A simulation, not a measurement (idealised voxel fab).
Proc. module: voxel transistor to metal
285 nm wide, 5 nm square cells: that's cross-section cut.
Cross-section spec: square-cell grid; bands listed top down; each band is one or more rows.
Within each band entry, the heights of the top and of the bottom of the band appear first, in that order and in nm; the materials of the band then follow from left to right, each with its corresponding width in nm. The designation "full width" on a single material indicates that it fills the band from edge to edge; the designation "air" indicates empty space.
Heights are measured from 0, the level below which the as-received wafer is all one material; the lowest band has no bottom and continues downward, written as in "top 0, no bottom".
A width given as "30 to 40" starts at the first number in the band's top row and ends at the second number in its bottom row, shifting by an equal amount at every step from row to row.
Where a step carries "all unchanged", the cross-section came out of it unchanged, cell for cell.
The label "Completely sealed voids" introduces a list of the empty spaces, 8 cells or larger, that have no open way up to the top; each entry in it reads width x height at distance, where the distance is taken from the left edge and all three are stated in nm.
Note: text after step settings on the step line = simulator remark on that step.
When a step includes a mask, the "overlay nm" setting on its line states how far to the right of its planned place that mask lay, and negative values state how far to the left.
Read each pair as before and after one process step. The after cross-section shows only down to the lowest band that changed. The step between them and its settings are given below the pair. Pairs can come from different runs of this module on the same starting wafer. A pair continues from the pair above only where its "State before" entry says so.
State before:
    top 20, bottom 10: SiO2 full width
    top 10, bottom 5: SiO2: 50; SiN: 10; HfO2: 5; TiN: 5; W: 15; TiN: 5; HfO2: 5; SiN: 10; SiO2: 75; SiN: 10; HfO2: 5; TiN: 5; W: 15; TiN: 5; HfO2: 5; SiN: 10; SiO2: 50
    top 5, bottom 0: SiO2: 35; pSi: 15; SiN: 10; HfO2: 5; TiN: 5; W: 15; TiN: 5; HfO2: 5; SiN: 10; pSi: 15; SiO2: 45; pSi: 15; SiN: 10; HfO2: 5; TiN: 5; W: 15; TiN: 5; HfO2: 5; SiN: 10; pSi: 15; SiO2: 35
    top 0, bottom -5: SiO2: 35; pSi: 15; SiN: 10; HfO2: 5; TiN: 25; HfO2: 5; SiN: 10; pSi: 15; SiO2: 45; pSi: 15; SiN: 10; HfO2: 5; TiN: 25; HfO2: 5; SiN: 10; pSi: 15; SiO2: 35
    top -5, bottom -10: SiO2: 15; pSi: 35; SiO2: 5; HfO2: 45; SiO2: 5; pSi: 25; SiO2: 15; pSi: 35; SiO2: 5; HfO2: 45; SiO2: 5; pSi: 25; SiO2: 25
    top -10, bottom -20: SiO2: 20; pSi: 30; Si: 55; pSi: 20; SiO2: 25; pSi: 30; Si: 55; pSi: 20; SiO2: 30
    top -20, bottom -25: SiO2: 20; Si: 105; SiO2: 25; Si: 105; SiO2: 30
    top -25, no bottom: Si full width
    Completely sealed voids: none
Post-Step Section View:
    top 20, bottom 10: SiO2: 30; air: 15; SiO2: 65; air: 15; SiO2: 35; air: 15; SiO2: 65; air: 15; SiO2: 30
    top 10, bottom 5: SiO2: 30; air: 15; SiO2: 5; SiN: 10; HfO2: 5; TiN: 5; W: 15; TiN: 5; HfO2: 5; SiN: 10; SiO2: 5; air: 15; SiO2: 35; air: 15; SiO2: 5; SiN: 10; HfO2: 5; TiN: 5; W: 15; TiN: 5; HfO2: 5; SiN: 10; SiO2: 5; air: 15; SiO2: 30
    top 5, bottom 0: SiO2: 30; air: 5; pSi: 15; SiN: 10; HfO2: 5; TiN: 5; W: 15; TiN: 5; HfO2: 5; SiN: 10; pSi: 15; air: 5; SiO2: 35; air: 5; pSi: 15; SiN: 10; HfO2: 5; TiN: 5; W: 15; TiN: 5; HfO2: 5; SiN: 10; pSi: 15; air: 5; SiO2: 30
    top 0, bottom -5: SiO2: 30; air: 5; pSi: 15; SiN: 10; HfO2: 5; TiN: 25; HfO2: 5; SiN: 10; pSi: 15; air: 5; SiO2: 35; air: 5; pSi: 15; SiN: 10; HfO2: 5; TiN: 25; HfO2: 5; SiN: 10; pSi: 15; air: 5; SiO2: 30
    No changes below -5.
    Completely sealed voids: none
Between the two cross-sections shown above lies MASKED_ETCH: tone open, mask id CONTACT, width nm 15, etch materials SiO2, depth nm 25, overlay nm 0
State before: this step begins from the cross-section that the pair just above shows after its step.
Post-Step Section View:
    top 25, bottom 20: TiN: 35; air: 5; TiN: 75; air: 5; TiN: 45; air: 5; TiN: 75; air: 5; TiN: 35
    top 20, bottom 10: SiO2: 30; TiN: 5; air: 5; TiN: 5; SiO2: 65; TiN: 5; air: 5; TiN: 5; SiO2: 35; TiN: 5; air: 5; TiN: 5; SiO2: 65; TiN: 5; air: 5; TiN: 5; SiO2: 30
    top 10, bottom 5: SiO2: 30; TiN: 15; SiO2: 5; SiN: 10; HfO2: 5; TiN: 5; W: 15; TiN: 5; HfO2: 5; SiN: 10; SiO2: 5; TiN: 15; SiO2: 35; TiN: 15; SiO2: 5; SiN: 10; HfO2: 5; TiN: 5; W: 15; TiN: 5; HfO2: 5; SiN: 10; SiO2: 5; TiN: 15; SiO2: 30
    top 5, bottom 0: SiO2: 30; TiN: 5; pSi: 15; SiN: 10; HfO2: 5; TiN: 5; W: 15; TiN: 5; HfO2: 5; SiN: 10; pSi: 15; TiN: 5; SiO2: 35; TiN: 5; pSi: 15; SiN: 10; HfO2: 5; TiN: 5; W: 15; TiN: 5; HfO2: 5; SiN: 10; pSi: 15; TiN: 5; SiO2: 30
    top 0, bottom -5: SiO2: 30; TiN: 5; pSi: 15; SiN: 10; HfO2: 5; TiN: 25; HfO2: 5; SiN: 10; pSi: 15; TiN: 5; SiO2: 35; TiN: 5; pSi: 15; SiN: 10; HfO2: 5; TiN: 25; HfO2: 5; SiN: 10; pSi: 15; TiN: 5; SiO2: 30
    No changes below -5.
    Completely sealed voids: none
Between the two cross-sections shown above lies CONFORMAL_DEP: material TiN, thk nm 5
State before: this step begins from the cross-section that the pair just above shows after its step.
Post-Step Section View:
    top 35, bottom 25: W full width
    top 25, bottom 20: TiN: 35; W: 5; TiN: 75; W: 5; TiN: 45; W: 5; TiN: 75; W: 5; TiN: 35
    top 20, bottom 10: SiO2: 30; TiN: 5; W: 5; TiN: 5; SiO2: 65; TiN: 5; W: 5; TiN: 5; SiO2: 35; TiN: 5; W: 5; TiN: 5; SiO2: 65; TiN: 5; W: 5; TiN: 5; SiO2: 30
    No changes below 10.
    Completely sealed voids: none
Between the two cross-sections shown above lies FILL_DEP: material W, thk nm 10
State before: this step begins from the cross-section that the pair just above shows after its step.
Post-Step Section View:
    top 20, bottom 10: SiO2: 30; TiN: 5; W: 5; TiN: 5; SiO2: 65; TiN: 5; W: 5; TiN: 5; SiO2: 35; TiN: 5; W: 5; TiN: 5; SiO2: 65; TiN: 5; W: 5; TiN: 5; SiO2: 30
    No changes below 10.
    Completely sealed voids: none
Between the two cross-sections shown above lies CMP: height nm 20
State before: this step begins from the cross-section that the pair just above shows after its step.
Post-Step Section View:
    top 25, bottom 20: TiN full width
    No changes below 20.
    Completely sealed voids: none
Between the two cross-sections shown above lies DIRECTIONAL_DEP: material TiN, thk nm 5
State before: this step begins from the cross-section that the pair just above shows after its step.
Post-Step Section View:
    top 50, bottom 25: W full width
    No changes below 25.
    Completely sealed voids: none
Between the two cross-sections shown above lies DIRECTIONAL_DEP: material W, thk nm 25
State before: this step begins from the cross-section that the pair just above shows after its step.
Post-Step Section View:
    top 65, bottom 50: air: 30; resist: 15; air: 65; resist: 15; air: 35; resist: 15; air: 65; resist: 15; air: 30
    No changes below 50.
    Completely sealed voids: none
Between the two cross-sections shown above lies PATTERN: tone cover, mask id METAL_1, material resist, width nm 15, thk nm 15, overlay nm 0
State before: this step begins from the cross-section that the pair just above shows after its step.
Post-Step Section View:
    top 65, bottom 50: air: 30; resist: 15; air: 65; resist: 15; air: 35; resist: 15; air: 65; resist: 15; air: 30
    top 50, bottom 25: air: 30; W: 15; air: 65; W: 15; air: 35; W: 15; air: 65; W: 15; air: 30
    No changes below 25.
    Completely sealed voids: none
Between the two cross-sections shown above lies DIRECTIONAL_ETCH: etch materials W, depth nm 25
State before: this step begins from the cross-section that the pair just above shows after its step.
Post-Step Section View:
    top 65, bottom 50: air: 30; resist: 15; air: 65; resist: 15; air: 35; resist: 15; air: 65; resist: 15; air: 30
    top 50, bottom 25: air: 30; W: 15; air: 65; W: 15; air: 35; W: 15; air: 65; W: 15; air: 30
    top 25, bottom 20: air: 30; TiN: 15; air: 65; TiN: 15; air: 35; TiN: 15; air: 65; TiN: 15; air: 30
    No changes below 20.
    Completely sealed voids: none
Between the two cross-sections shown above lies DIRECTIONAL_ETCH: etch materials TiN, depth nm 5
State before: this step begins from the cross-section that the pair just above shows after its step.
Post-Step Section View:
    top 50, bottom 25: air: 30; W: 15; air: 65; W: 15; air: 35; W: 15; air: 65; W: 15; air: 30
    No changes below 25.
    Completely sealed voids: none
Between the two cross-sections shown above lies STRIP: etch materials resist
State before: this step begins from the cross-section that the pair just above shows after its step.
Post-Step Section View:
    top 55, bottom 50: air: 25; SiN: 25; air: 55; SiN: 25; air: 25; SiN: 25; air: 55; SiN: 25; air: 25
    top 50, bottom 25: air: 25; SiN: 5; W: 15; SiN: 5; air: 55; SiN: 5; W: 15; SiN: 5; air: 25; SiN: 5; W: 15; SiN: 5; air: 55; SiN: 5; W: 15; SiN: 5; air: 25
    top 25, bottom 20: SiN: 30; TiN: 15; SiN: 65; TiN: 15; SiN: 35; TiN: 15; SiN: 65; TiN: 15; SiN: 30
    No changes below 20.
    Completely sealed voids: none
Between the two cross-sections shown above lies CONFORMAL_DEP: material SiN, thk nm 5
State before: this step begins from the cross-section that the pair just above shows after its step.
Post-Step Section View:
    top 60, bottom 55: lowk full width
    top 55, bottom 50: lowk: 25; SiN: 25; lowk: 55; SiN: 25; lowk: 25; SiN: 25; lowk: 55; SiN: 25; lowk: 25
    top 50, bottom 25: lowk: 25; SiN: 5; W: 15; SiN: 5; lowk: 55; SiN: 5; W: 15; SiN: 5; lowk: 25; SiN: 5; W: 15; SiN: 5; lowk: 55; SiN: 5; W: 15; SiN: 5; lowk: 25
    No changes below 25.
    Completely sealed voids: none
Between the two cross-sections shown above lies FILL_DEP: material lowk, thk nm 5
State before: this step begins from the cross-section that the pair just above shows after its step.
Post-Step Section View:
    top 50, bottom 25: lowk: 25; SiN: 5; W: 15; SiN: 5; lowk: 55; SiN: 5; W: 15; SiN: 5; lowk: 25; SiN: 5; W: 15; SiN: 5; lowk: 55; SiN: 5; W: 15; SiN: 5; lowk: 25
    No changes below 25.
    Completely sealed voids: none
Between the two cross-sections shown above lies CMP: height nm 50
State before: this step begins from the cross-section that the pair just above shows after its step.
Post-Step Section View:
    top 55, bottom 50: SiCN full width
    No changes below 50.
    Completely sealed voids: none
Between the two cross-sections shown above lies CONFORMAL_DEP: material SiCN, thk nm 5
State before: this step begins from the cross-section that the pair just above shows after its step.
Post-Step Section View:
    top 80, bottom 55: lowk full width
    No changes below 55.
    Completely sealed voids: none
Between the two cross-sections shown above lies DIRECTIONAL_DEP: material lowk, thk nm 25
State before: this step begins from the cross-section that the pair just above shows after its step.
Post-Step Section View:
    top 90, bottom 80: aC full width
    No changes below 80.
    Completely sealed voids: none
Between the two cross-sections shown above lies DIRECTIONAL_DEP: material aC, thk nm 10
State before: this step begins from the cross-section that the pair just above shows after its step.
Post-Step Section View:
    top 115, bottom 90: resist: 30; air: 15; resist: 115; air: 15; resist: 110
    No changes below 90.
    Completely sealed voids: none
Between the two cross-sections shown above lies PATTERN: tone open, mask id METAL_2, material resist, width nm 15, pitch nm 130, thk nm 25, overlay nm 0
State before: this step begins from the cross-section that the pair just above shows after its step.
Post-Step Section View:
    top 105, bottom 90: resist: 30; air: 15; resist: 115; air: 15; resist: 110
    top 90, bottom 80: aC: 30; air: 15; aC: 115; air: 15; aC: 110
    No changes below 80.
    Completely sealed voids: none
Between the two cross-sections shown above lies DIRECTIONAL_ETCH: etch materials aC, depth nm 10
State before: this step begins from the cross-section that the pair just above shows after its step.
Post-Step Section View:
    top 90, bottom 80: aC: 30; air: 15; aC: 115; air: 15; aC: 110
    No changes below 80.
    Completely sealed voids: none
Between the two cross-sections shown above lies STRIP: etch materials resist
State before: this step begins from the cross-section that the pair just above shows after its step.
Post-Step Section View:
    top 90, bottom 80: aC: 30; air: 15; aC: 115; air: 15; aC: 110
    top 80, bottom 65: lowk: 30; air: 15; lowk: 115; air: 15; lowk: 110
    No changes below 65.
    Completely sealed voids: none
Between the two cross-sections shown above lies DIRECTIONAL_ETCH: etch materials lowk, depth nm 15
State before: this step begins from the cross-section that the pair just above shows after its step.
Post-Step Section View:
    top 80, bottom 65: lowk: 30; air: 15; lowk: 115; air: 15; lowk: 110
    No changes below 65.
    Completely sealed voids: none
Between the two cross-sections shown above lies STRIP: etch materials aC
State before: this step begins from the cross-section that the pair just above shows after its step.
Post-Step Section View:
    top 95, bottom 80: aC: 30; air: 15; aC: 115; air: 15; aC: 110
    top 80, bottom 65: lowk: 30; aC: 15; lowk: 115; aC: 15; lowk: 110
    No changes below 65.
    Completely sealed voids: none
Between the two cross-sections shown above lies DIRECTIONAL_DEP: material aC, thk nm 15
State before: this step begins from the cross-section that the pair just above shows after its step.
Post-Step Section View:
    top 130, bottom 95: resist: 30; air: 15; resist: 115; air: 15; resist: 110
    No changes below 95.
    Completely sealed voids: none
Between the two cross-sections shown above lies PATTERN: tone open, mask id METAL_2_HOLES, material resist, width nm 15, pitch nm 130, thk nm 35, overlay nm 0
State before: this step begins from the cross-section that the pair just above shows after its step.
Post-Step Section View:
    top 115, bottom 95: resist: 30; air: 15; resist: 115; air: 15; resist: 110
    top 95, bottom 80: aC: 30; air: 15; aC: 115; air: 15; aC: 110
    top 80, bottom 65: lowk: 30; air: 15; lowk: 115; air: 15; lowk: 110
    No changes below 65.
    Completely sealed voids: none
Between the two cross-sections shown above lies DIRECTIONAL_ETCH: etch materials aC, depth nm 15
State before: this step begins from the cross-section that the pair just above shows after its step.
Post-Step Section View:
    top 95, bottom 80: aC: 30; air: 15; aC: 115; air: 15; aC: 110
    No changes below 80.
    Completely sealed voids: none
Between the two cross-sections shown above lies STRIP: etch materials resist
State before: this step begins from the cross-section that the pair just above shows after its step.
Post-Step Section View:
    top 95, bottom 80: aC: 30; air: 15; aC: 115; air: 15; aC: 110
    top 80, bottom 55: lowk: 30; air: 15; lowk: 115; air: 15; lowk: 110
    No changes below 55.
    Completely sealed voids: none
Between the two cross-sections shown above lies DIRECTIONAL_ETCH: etch materials lowk, depth nm 10
State before: this step begins from the cross-section that the pair just above shows after its step.
Post-Step Section View:
    top 95, bottom 80: aC: 30; air: 15; aC: 115; air: 15; aC: 110
    top 80, bottom 55: lowk: 30; air: 15; lowk: 115; air: 15; lowk: 110
    top 55, bottom 50: SiCN: 30; air: 15; SiCN: 115; air: 15; SiCN: 110
    No changes below 50.
    Completely sealed voids: none
Between the two cross-sections shown above lies DIRECTIONAL_ETCH: etch materials SiCN, depth nm 5
State before: this step begins from the cross-section that the pair just above shows after its step.
Post-Step Section View:
    top 80, bottom 55: lowk: 30; air: 15; lowk: 115; air: 15; lowk: 110
    No changes below 55.
    Completely sealed voids: none
Between the two cross-sections shown above lies STRIP: etch materials aC
State before: this step begins from the cross-section that the pair just above shows after its step.
Post-Step Section View:
    top 85, bottom 80: TiN: 35; air: 5; TiN: 125; air: 5; TiN: 115
    top 80, bottom 55: lowk: 30; TiN: 5; air: 5; TiN: 5; lowk: 115; TiN: 5; air: 5; TiN: 5; lowk: 110
    top 55, bottom 50: SiCN: 30; TiN: 15; SiCN: 115; TiN: 15; SiCN: 110
    No changes below 50.
    Completely sealed voids: none
Between the two cross-sections shown above lies CONFORMAL_DEP: material TiN, thk nm 5
State before: this step begins from the cross-section that the pair just above shows after its step.
Post-Step Section View:
    top 95, bottom 85: Cu full width
    top 85, bottom 80: TiN: 35; Cu: 5; TiN: 125; Cu: 5; TiN: 115
    top 80, bottom 55: lowk: 30; TiN: 5; Cu: 5; TiN: 5; lowk: 115; TiN: 5; Cu: 5; TiN: 5; lowk: 110
    No changes below 55.
    Completely sealed voids: none
Between the two cross-sections shown above lies FILL_DEP: material Cu, thk nm 10
State before: this step begins from the cross-section that the pair just above shows after its step.
Post-Step Section View:
    top 80, bottom 55: lowk: 30; TiN: 5; Cu: 5; TiN: 5; lowk: 115; TiN: 5; Cu: 5; TiN: 5; lowk: 110
    No changes below 55.
    Completely sealed voids: none
Between the two cross-sections shown above lies CMP: height nm 80
State before: this step begins from the cross-section that the pair just above shows after its step.
Post-Step Section View:
    top 85, bottom 80: SiCN full width
    No changes below 80.
    Completely sealed voids: none
Between the two cross-sections shown above lies CONFORMAL_DEP: material SiCN, thk nm 5
State before:
    top 25, bottom 15: air: 50; SiN: 10; SiCN: 35; SiN: 10; air: 75; SiN: 10; SiCN: 35; SiN: 10; air: 50
    top 15, bottom 5: air: 50; SiN: 10; polySi: 35; SiN: 10; air: 75; SiN: 10; polySi: 35; SiN: 10; air: 50
    top 5, bottom -5: air: 35; pSi: 15; SiN: 10; polySi: 35; SiN: 10; pSi: 15; air: 45; pSi: 15; SiN: 10; polySi: 35; SiN: 10; pSi: 15; air: 35
    top -5, bottom -10: air: 20; pSi: 30; SiO2: 55; pSi: 30; air: 15; pSi: 30; SiO2: 55; pSi: 30; air: 20
    top -10, bottom -20: SiO2: 25; pSi: 25; Si: 55; pSi: 25; SiO2: 25; pSi: 25; Si: 55; pSi: 25; SiO2: 25
    top -20, bottom -25: SiO2: 25; Si: 105; SiO2: 25; Si: 105; SiO2: 25
    top -25, no bottom: Si full width
    Completely sealed voids: none
Post-Step Section View:
    top 30, bottom 25: TiN full width
    top 25, bottom 15: TiN: 50; SiN: 10; SiCN: 35; SiN: 10; TiN: 75; SiN: 10; SiCN: 35; SiN: 10; TiN: 50
    top 15, bottom 5: TiN: 50; SiN: 10; polySi: 35; SiN: 10; TiN: 75; SiN: 10; polySi: 35; SiN: 10; TiN: 50
    top 5, bottom -5: TiN: 35; pSi: 15; SiN: 10; polySi: 35; SiN: 10; pSi: 15; TiN: 45; pSi: 15; SiN: 10; polySi: 35; SiN: 10; pSi: 15; TiN: 35
    top -5, bottom -10: TiN: 20; pSi: 30; SiO2: 55; pSi: 30; TiN: 15; pSi: 30; SiO2: 55; pSi: 30; TiN: 20
    No changes below -10.
    Completely sealed voids: none
Between the two cross-sections shown above lies FILL_DEP: material TiN, thk nm 5
State before: this step begins from the cross-section that the pair just above shows after its step.
Post-Step Section View:
    top 15, bottom 5: TiN: 50; SiN: 10; polySi: 35; SiN: 10; TiN: 75; SiN: 10; polySi: 35; SiN: 10; TiN: 50
    No changes below 5.
    Completely sealed voids: none
Between the two cross-sections shown above lies CMP: height nm 15
State before: this step begins from the cross-section that the pair just above shows after its step.
Post-Step Section View:
    top 15, bottom 5: TiN: 50; SiN: 10; air: 35; SiN: 10; TiN: 75; SiN: 10; air: 35; SiN: 10; TiN: 50
    top 5, bottom -5: TiN: 35; pSi: 15; SiN: 10; air: 35; SiN: 10; pSi: 15; TiN: 45; pSi: 15; SiN: 10; air: 35; SiN: 10; pSi: 15; TiN: 35
    No changes below -5.
    Completely sealed voids: none
Between the two cross-sections shown above lies STRIP: etch materials polySi
State before: this step begins from the cross-section that the pair just above shows after its step.
Post-Step Section View:
    top 15, bottom 5: TiN: 50; SiN: 10; air: 35; SiN: 10; TiN: 75; SiN: 10; air: 35; SiN: 10; TiN: 50
    top 5, bottom -5: TiN: 35; pSi: 15; SiN: 10; air: 35; SiN: 10; pSi: 15; TiN: 45; pSi: 15; SiN: 10; air: 35; SiN: 10; pSi: 15; TiN: 35
    top -5, bottom -10: TiN: 20; pSi: 30; SiO2: 5; air: 45; SiO2: 5; pSi: 30; TiN: 15; pSi: 30; SiO2: 5; air: 45; SiO2: 5; pSi: 30; TiN: 20
    No changes below -10.
    Completely sealed voids: none
Between the two cross-sections shown above lies SELECTIVE_ETCH: etch materials SiO2, depth nm 5
State before: this step begins from the cross-section that the pair just above shows after its step.
Post-Step Section View:
    top 20, bottom 15: HfO2: 65; air: 25; HfO2: 105; air: 25; HfO2: 65
    top 15, bottom 5: TiN: 50; SiN: 10; HfO2: 5; air: 25; HfO2: 5; SiN: 10; TiN: 75; SiN: 10; HfO2: 5; air: 25; HfO2: 5; SiN: 10; TiN: 50
    top 5, bottom -5: TiN: 35; pSi: 15; SiN: 10; HfO2: 5; air: 25; HfO2: 5; SiN: 10; pSi: 15; TiN: 45; pSi: 15; SiN: 10; HfO2: 5; air: 25; HfO2: 5; SiN: 10; pSi: 15; TiN: 35
    top -5, bottom -10: TiN: 20; pSi: 30; SiO2: 5; HfO2: 45; SiO2: 5; pSi: 30; TiN: 15; pSi: 30; SiO2: 5; HfO2: 45; SiO2: 5; pSi: 30; TiN: 20
    No changes below -10.
    Completely sealed voids: none
Between the two cross-sections shown above lies CONFORMAL_DEP: material HfO2, thk nm 5
State before: this step begins from the cross-section that the pair just above shows after its step.
Post-Step Section View:
    top 25, bottom 20: TiN: 70; air: 15; TiN: 115; air: 15; TiN: 70
    top 20, bottom 15: HfO2: 65; TiN: 5; air: 15; TiN: 5; HfO2: 105; TiN: 5; air: 15; TiN: 5; HfO2: 65
    top 15, bottom 5: TiN: 50; SiN: 10; HfO2: 5; TiN: 5; air: 15; TiN: 5; HfO2: 5; SiN: 10; TiN: 75; SiN: 10; HfO2: 5; TiN: 5; air: 15; TiN: 5; HfO2: 5; SiN: 10; TiN: 50
    top 5, bottom 0: TiN: 35; pSi: 15; SiN: 10; HfO2: 5; TiN: 5; air: 15; TiN: 5; HfO2: 5; SiN: 10; pSi: 15; TiN: 45; pSi: 15; SiN: 10; HfO2: 5; TiN: 5; air: 15; TiN: 5; HfO2: 5; SiN: 10; pSi: 15; TiN: 35
    top 0, bottom -5: TiN: 35; pSi: 15; SiN: 10; HfO2: 5; TiN: 25; HfO2: 5; SiN: 10; pSi: 15; TiN: 45; pSi: 15; SiN: 10; HfO2: 5; TiN: 25; HfO2: 5; SiN: 10; pSi: 15; TiN: 35
    No changes below -5.
    Completely sealed voids: none
Between the two cross-sections shown above lies CONFORMAL_DEP: material TiN, thk nm 5
State before: this step begins from the cross-section that the pair just above shows after its step.
Post-Step Section View:
    top 35, bottom 25: W full width
    top 25, bottom 20: TiN: 70; W: 15; TiN: 115; W: 15; TiN: 70
    top 20, bottom 15: HfO2: 65; TiN: 5; W: 15; TiN: 5; HfO2: 105; TiN: 5; W: 15; TiN: 5; HfO2: 65
    top 15, bottom 5: TiN: 50; SiN: 10; HfO2: 5; TiN: 5; W: 15; TiN: 5; HfO2: 5; SiN: 10; TiN: 75; SiN: 10; HfO2: 5; TiN: 5; W: 15; TiN: 5; HfO2: 5; SiN: 10; TiN: 50
    top 5, bottom 0: TiN: 35; pSi: 15; SiN: 10; HfO2: 5; TiN: 5; W: 15; TiN: 5; HfO2: 5; SiN: 10; pSi: 15; TiN: 45; pSi: 15; SiN: 10; HfO2: 5; TiN: 5; W: 15; TiN: 5; HfO2: 5; SiN: 10; pSi: 15; TiN: 35
    No changes below 0.
    Completely sealed voids: none
Between the two cross-sections shown above lies FILL_DEP: material W, thk nm 10
State before: this step begins from the cross-section that the pair just above shows after its step.
Post-Step Section View:
    top 10, bottom 5: TiN: 50; SiN: 10; HfO2: 5; TiN: 5; W: 15; TiN: 5; HfO2: 5; SiN: 10; TiN: 75; SiN: 10; HfO2: 5; TiN: 5; W: 15; TiN: 5; HfO2: 5; SiN: 10; TiN: 50
    No changes below 5.
    Completely sealed voids: none
Between the two cross-sections shown above lies CMP: height nm 10
State before: this step begins from the cross-section that the pair just above shows after its step.
Post-Step Section View:
    top 20, bottom 10: SiO2 full width
    No changes below 10.
    Completely sealed voids: none
Between the two cross-sections shown above lies DIRECTIONAL_DEP: material SiO2, thk nm 10
State before: this step begins from the cross-section that the pair just above shows after its step.
Post-Step Section View:
    top 20, bottom 10: SiO2: 30; air: 15; SiO2: 65; air: 15; SiO2: 35; air: 15; SiO2: 65; air: 15; SiO2: 30
    No changes below 10.
    Completely sealed voids: none
Between the two cross-sections shown above lies MASKED_ETCH: tone open, mask id CONTACT, width nm 15, etch materials SiO2, depth nm 25, overlay nm 0
State before: this step begins from the cross-section that the pair just above shows after its step.
Post-Step Section View:
    top 25, bottom 20: TiN: 35; air: 5; TiN: 75; air: 5; TiN: 45; air: 5; TiN: 75; air: 5; TiN: 35
    top 20, bottom 15: SiO2: 30; TiN: 5; air: 5; TiN: 5; SiO2: 65; TiN: 5; air: 5; TiN: 5; SiO2: 35; TiN: 5; air: 5; TiN: 5; SiO2: 65; TiN: 5; air: 5; TiN: 5; SiO2: 30
    top 15, bottom 10: SiO2: 30; TiN: 15; SiO2: 65; TiN: 15; SiO2: 35; TiN: 15; SiO2: 65; TiN: 15; SiO2: 30
    No changes below 10.
    Completely sealed voids: none
Between the two cross-sections shown above lies CONFORMAL_DEP: material TiN, thk nm 5
State before: this step begins from the cross-section that the pair just above shows after its step.
Post-Step Section View:
    top 35, bottom 25: W full width
    top 25, bottom 20: TiN: 35; W: 5; TiN: 75; W: 5; TiN: 45; W: 5; TiN: 75; W: 5; TiN: 35
    top 20, bottom 15: SiO2: 30; TiN: 5; W: 5; TiN: 5; SiO2: 65; TiN: 5; W: 5; TiN: 5; SiO2: 35; TiN: 5; W: 5; TiN: 5; SiO2: 65; TiN: 5; W: 5; TiN: 5; SiO2: 30
    No changes below 15.
    Completely sealed voids: none
Between the two cross-sections shown above lies FILL_DEP: material W, thk nm 10
State before: this step begins from the cross-section that the pair just above shows after its step.
Post-Step Section View:
    top 20, bottom 15: SiO2: 30; TiN: 5; W: 5; TiN: 5; SiO2: 65; TiN: 5; W: 5; TiN: 5; SiO2: 35; TiN: 5; W: 5; TiN: 5; SiO2: 65; TiN: 5; W: 5; TiN: 5; SiO2: 30
    No changes below 15.
    Completely sealed voids: none
Between the two cross-sections shown above lies CMP: height nm 20
State before: this step begins from the cross-section that the pair just above shows after its step.
Post-Step Section View:
    top 25, bottom 20: TiN full width
    No changes below 20.
    Completely sealed voids: none
Between the two cross-sections shown above lies DIRECTIONAL_DEP: material TiN, thk nm 5
State before: this step begins from the cross-section that the pair just above shows after its step.
Post-Step Section View:
    top 50, bottom 25: W full width
    No changes below 25.
    Completely sealed voids: none
Between the two cross-sections shown above lies DIRECTIONAL_DEP: material W, thk nm 25
State before: this step begins from the cross-section that the pair just above shows after its step.
Post-Step Section View:
    top 65, bottom 50: air: 30; resist: 15; air: 65; resist: 15; air: 35; resist: 15; air: 65; resist: 15; air: 30
    No changes below 50.
    Completely sealed voids: none
Between the two cross-sections shown above lies PATTERN: tone cover, mask id METAL_1, material resist, width nm 15, thk nm 15, overlay nm 0
State before: this step begins from the cross-section that the pair just above shows after its step.
Post-Step Section View:
    top 65, bottom 50: air: 30; resist: 15; air: 65; resist: 15; air: 35; resist: 15; air: 65; resist: 15; air: 30
    top 50, bottom 25: air: 30; W: 15; air: 65; W: 15; air: 35; W: 15; air: 65; W: 15; air: 30
    No changes below 25.
    Completely sealed voids: none
Between the two cross-sections shown above lies DIRECTIONAL_ETCH: etch materials W, depth nm 25
State before: this step begins from the cross-section that the pair just above shows after its step.
Post-Step Section View:
    top 65, bottom 50: air: 30; resist: 15; air: 65; resist: 15; air: 35; resist: 15; air: 65; resist: 15; air: 30
    top 50, bottom 25: air: 30; W: 15; air: 65; W: 15; air: 35; W: 15; air: 65; W: 15; air: 30
    top 25, bottom 20: air: 30; TiN: 15; air: 65; TiN: 15; air: 35; TiN: 15; air: 65; TiN: 15; air: 30
    No changes below 20.
    Completely sealed voids: none
Between the two cross-sections shown above lies DIRECTIONAL_ETCH: etch materials TiN, depth nm 5
State before: this step begins from the cross-section that the pair just above shows after its step.
Post-Step Section View:
    top 50, bottom 25: air: 30; W: 15; air: 65; W: 15; air: 35; W: 15; air: 65; W: 15; air: 30
    No changes below 25.
    Completely sealed voids: none
Between the two cross-sections shown above lies STRIP: etch materials resist
State before: this step begins from the cross-section that the pair just above shows after its step.
Post-Step Section View:
    top 55, bottom 50: air: 25; SiN: 25; air: 55; SiN: 25; air: 25; SiN: 25; air: 55; SiN: 25; air: 25
    top 50, bottom 25: air: 25; SiN: 5; W: 15; SiN: 5; air: 55; SiN: 5; W: 15; SiN: 5; air: 25; SiN: 5; W: 15; SiN: 5; air: 55; SiN: 5; W: 15; SiN: 5; air: 25
    top 25, bottom 20: SiN: 30; TiN: 15; SiN: 65; TiN: 15; SiN: 35; TiN: 15; SiN: 65; TiN: 15; SiN: 30
    No changes below 20.
    Completely sealed voids: none
Between the two cross-sections shown above lies CONFORMAL_DEP: material SiN, thk nm 5
State before: this step begins from the cross-section that the pair just above shows after its step.
Post-Step Section View:
    top 60, bottom 55: lowk full width
    top 55, bottom 50: lowk: 25; SiN: 25; lowk: 55; SiN: 25; lowk: 25; SiN: 25; lowk: 55; SiN: 25; lowk: 25
    top 50, bottom 25: lowk: 25; SiN: 5; W: 15; SiN: 5; lowk: 55; SiN: 5; W: 15; SiN: 5; lowk: 25; SiN: 5; W: 15; SiN: 5; lowk: 55; SiN: 5; W: 15; SiN: 5; lowk: 25
    No changes below 25.
    Completely sealed voids: none
Between the two cross-sections shown above lies FILL_DEP: material lowk, thk nm 5
State before: this step begins from the cross-section that the pair just above shows after its step.
Post-Step Section View:
    top 50, bottom 25: lowk: 25; SiN: 5; W: 15; SiN: 5; lowk: 55; SiN: 5; W: 15; SiN: 5; lowk: 25; SiN: 5; W: 15; SiN: 5; lowk: 55; SiN: 5; W: 15; SiN: 5; lowk: 25
    No changes below 25.
    Completely sealed voids: none
Between the two cross-sections shown above lies CMP: height nm 50
State before: this step begins from the cross-section that the pair just above shows after its step.
Post-Step Section View:
    top 55, bottom 50: SiCN full width
    No changes below 50.
    Completely sealed voids: none
Between the two cross-sections shown above lies CONFORMAL_DEP: material SiCN, thk nm 5
State before: this step begins from the cross-section that the pair just above shows after its step.
Post-Step Section View:
    top 80, bottom 55: lowk full width
    No changes below 55.
    Completely sealed voids: none
Between the two cross-sections shown above lies DIRECTIONAL_DEP: material lowk, thk nm 25
State before: this step begins from the cross-section that the pair just above shows after its step.
Post-Step Section View:
    top 90, bottom 80: aC full width
    No changes below 80.
    Completely sealed voids: none
Between the two cross-sections shown above lies DIRECTIONAL_DEP: material aC, thk nm 10
